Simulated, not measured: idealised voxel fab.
process module | voxel ribs on slabs
cross-section cut | 155 nm wide | cells 5 nm
A cross-section is a grid of square cells, given in bands from the top down. A band is one or more rows of cells.
Each band's line starts with the height of the band's top and of its bottom, in nm. Then come its materials from left to right, each with its width in nm. One material with "throughout" fills the band from edge to edge. "air" is empty space.
Height 0 is the level under which the wafer as received is all one material. The lowest band goes on downwards, as in "0 down".
A width such as "30 to 40" changes by the same amount from each row of cells to the next, from the band's top row to its bottom row.
"no change" after a step means that no cell of the cross-section changed.
closed voids: empty space of 8 cells or more with no open way to the top, each as width x height at its distance from the left edge, in nm
after a step's settings: what the simulator itself notes on the step
overlay nm, on a step with a mask: how far to the right of its planned place the mask lay; to the left if negative
plan
1 op RECEIVE | material Si
2 op DIRECTIONAL_DEP | material SiO2 | thk nm 20
3 op DIRECTIONAL_DEP | material SiN | thk nm 25
4 op PATTERN | tone cover | mask id RIB | material resist | width nm 30 | thk nm 20 | overlay nm 0
5 op DIRECTIONAL_ETCH | etch materials SiN | depth nm 15
6 op STRIP | etch materials resist
7 op MASKED_ETCH | tone cover | mask id SLAB | width nm 90 | etch materials SiN | depth nm 10 | overlay nm 0
8 op FILL_DEP | material SiO2 | thk nm 15
9 op CMP | height nm 55
10 op DIRECTIONAL_DEP | material W | thk nm 10
11 op PATTERN | tone cover | mask id HEATER | material resist | width nm 40 | thk nm 20 | overlay nm 0
12 op DIRECTIONAL_ETCH | etch materials W | depth nm 10
13 op STRIP | etch materials resist
14 op CONFORMAL_DEP | material SiO2 | thk nm 5
first wafer, as planned
as received, after step 1
  0 down: Si throughout
  closed voids: none
after step 2
  20 to 0: SiO2 throughout
  below 0: unchanged
after step 3
  45 to 20: SiN throughout
  below 20: unchanged
after step 4
  65 to 45: air 60 | resist 30 | air 65
  below 45: unchanged
after step 5
  65 to 45: air 60 | resist 30 | air 65
  45 to 30: air 60 | SiN 30 | air 65
  below 30: unchanged
after step 6
  45 to 30: air 60 | SiN 30 | air 65
  below 30: unchanged
after step 7
  45 to 30: air 60 | SiN 30 | air 65
  30 to 20: air 30 | SiN 90 | air 35
  below 20: unchanged
after step 8
  60 to 45: SiO2 throughout
  45 to 30: SiO2 60 | SiN 30 | SiO2 65
  30 to 20: SiO2 30 | SiN 90 | SiO2 35
  below 20: unchanged
after step 9
  55 to 45: SiO2 throughout
  below 45: unchanged
after step 10
  65 to 55: W throughout
  below 55: unchanged
after step 11
  85 to 65: air 55 | resist 40 | air 60
  below 65: unchanged
after step 12
  85 to 65: air 55 | resist 40 | air 60
  65 to 55: air 55 | W 40 | air 60
  below 55: unchanged
after step 13
  65 to 55: air 55 | W 40 | air 60
  below 55: unchanged
after step 14
  70 to 65: air 50 | SiO2 50 | air 55
  65 to 60: air 50 | SiO2 5 | W 40 | SiO2 5 | air 55
  60 to 55: SiO2 55 | W 40 | SiO2 60
  below 55: unchanged
second wafer: like start, like plan, one mistake. Through step 9 it matches the first wafer
when step 10 should have ended
  60 to 55: W throughout
  below 55: unchanged
when step 11 should have ended
  80 to 60: air 55 | resist 40 | air 60
  below 60: unchanged
when step 12 should have ended
  80 to 60: air 55 | resist 40 | air 60
  60 to 55: air 55 | W 40 | air 60
  below 55: unchanged
when step 13 should have ended
  60 to 55: air 55 | W 40 | air 60
  below 55: unchanged
when step 14 should have ended
  65 to 60: air 50 | SiO2 50 | air 55
  60 to 55: SiO2 55 | W 40 | SiO2 60
  below 55: unchanged
what went wrong: step 10 ran as: op DIRECTIONAL_DEP | material W | thk nm 5
at the end the second wafer has, in cells: 2 fewer of SiO2 | 8 fewer of W
